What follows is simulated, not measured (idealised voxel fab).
Process module name: voxel wiring stack
cross-section cut | 170 nm wide | cells 5 nm
Notation: cross-section as square-cell grid; stated in bands, top first, going down; one or more cell rows per band.
Band: top height; bottom height; in nm. Then, left to right: material with width in nm, for each material. "everywhere": a single material spanning edge to edge. "air": empty space.
It should be noted that heights are counted from 0, beneath which the wafer as supplied is of one material throughout, and that the lowest band possesses no lower boundary but continues downward, as written in "z 0 and below".
So if you see something like "30..40" for the width, read it as the top row of the band sitting at the first number and the bottom row at the second, with every row in between moving by the same amount as the last.
Step note "no change" = no cross-section cell changed.
So "Fully sealed voids" is basically the list of trapped voids: any empty space of 8 cells or more that can't reach the top through an opening. They're written width x height at distance, the distance being from the left edge, and it's all nm.
Text after the settings on a step's line: the simulator's own remark on that step.
overlay nm: mask offset rightward from planned place, masked step; negative means leftward offset.

Steps in the process plan:
1 op RECEIVE | material Si
2 op CONFORMAL_DEP | material SiO2 | thk nm 10
3 op DIRECTIONAL_DEP | material TiN | thk nm 5
4 op DIRECTIONAL_DEP | material W | thk nm 25
5 op PATTERN | tone cover | mask id METAL_1 | material resist | width nm 30 | pitch nm 55 | thk nm 20 | overlay nm 0
6 op DIRECTIONAL_ETCH | etch materials W | depth nm 25
7 op DIRECTIONAL_ETCH | etch materials TiN | depth nm 5
8 op STRIP | etch materials resist
9 op FILL_DEP | material lowk | thk nm 5
10 op CMP | height nm 40
11 op CONFORMAL_DEP | material SiCN | thk nm 5
12 op DIRECTIONAL_DEP | material lowk | thk nm 20
13 op DIRECTIONAL_DEP | material aC | thk nm 10
14 op PATTERN | tone open | mask id PLUG_1 | material resist | width nm 15 | pitch nm 55 | thk nm 25 | overlay nm 0
15 op DIRECTIONAL_ETCH | etch materials aC | depth nm 10
16 op STRIP | etch materials resist
17 op DIRECTIONAL_ETCH | etch materials lowk | depth nm 10
18 op DIRECTIONAL_ETCH | etch materials SiCN | depth nm 5
19 op STRIP | etch materials aC
20 op CONFORMAL_DEP | material TiN | thk nm 5
21 op FILL_DEP | material Cu | thk nm 10
22 op CMP | height nm 65
23 op CONFORMAL_DEP | material SiN | thk nm 5
24 op DIRECTIONAL_DEP | material SiO2 | thk nm 15
25 op MASKED_ETCH | tone open | mask id METAL_2 | width nm 30 | pitch nm 55 | etch materials SiO2 | depth nm 15 | overlay nm 0
26 op MASKED_ETCH | tone open | mask id METAL_2 | width nm 30 | pitch nm 55 | etch materials SiN | depth nm 5 | overlay nm 0
27 op CONFORMAL_DEP | material TiN | thk nm 5
28 op FILL_DEP | material Cu | thk nm 10
29 op CMP | height nm 85
30 op CONFORMAL_DEP | material SiCN | thk nm 5
Every wafer here starts from the same state; it is the step 17 depth nm that distinguishes them, and the value the plan gives belongs to the first wafer.

Cross-section of the first of several received wafers, showing its state after step 1:
> z 0 and below: Si everywhere
> Fully sealed voids: none

Below is a per-wafer table. In it, each row describes the wafer at the end of the module by giving, for each material, the number of cells gained (+) or lost (-) since the wafer was received, and after that the closed voids of the wafer:
depth nm 10 | +39 Cu | +68 SiCN | +16 SiN | +116 SiO2 | +69 TiN | +90 W | +214 lowk | Fully sealed voids: none
depth nm 15 | +42 Cu | +68 SiCN | +16 SiN | +116 SiO2 | +75 TiN | +90 W | +205 lowk | Fully sealed voids: none
depth nm 20 | +48 Cu | +59 SiCN | +16 SiN | +116 SiO2 | +87 TiN | +90 W | +196 lowk | Fully sealed voids: none
depth nm 25 | +48 Cu | +59 SiCN | +16 SiN | +116 SiO2 | +87 TiN | +90 W | +196 lowk | Fully sealed voids: none
depth nm 30 | +48 Cu | +59 SiCN | +16 SiN | +116 SiO2 | +87 TiN | +90 W | +196 lowk | Fully sealed voids: none
depth nm 35 | +48 Cu | +59 SiCN | +16 SiN | +116 SiO2 | +87 TiN | +90 W | +196 lowk | Fully sealed voids: none
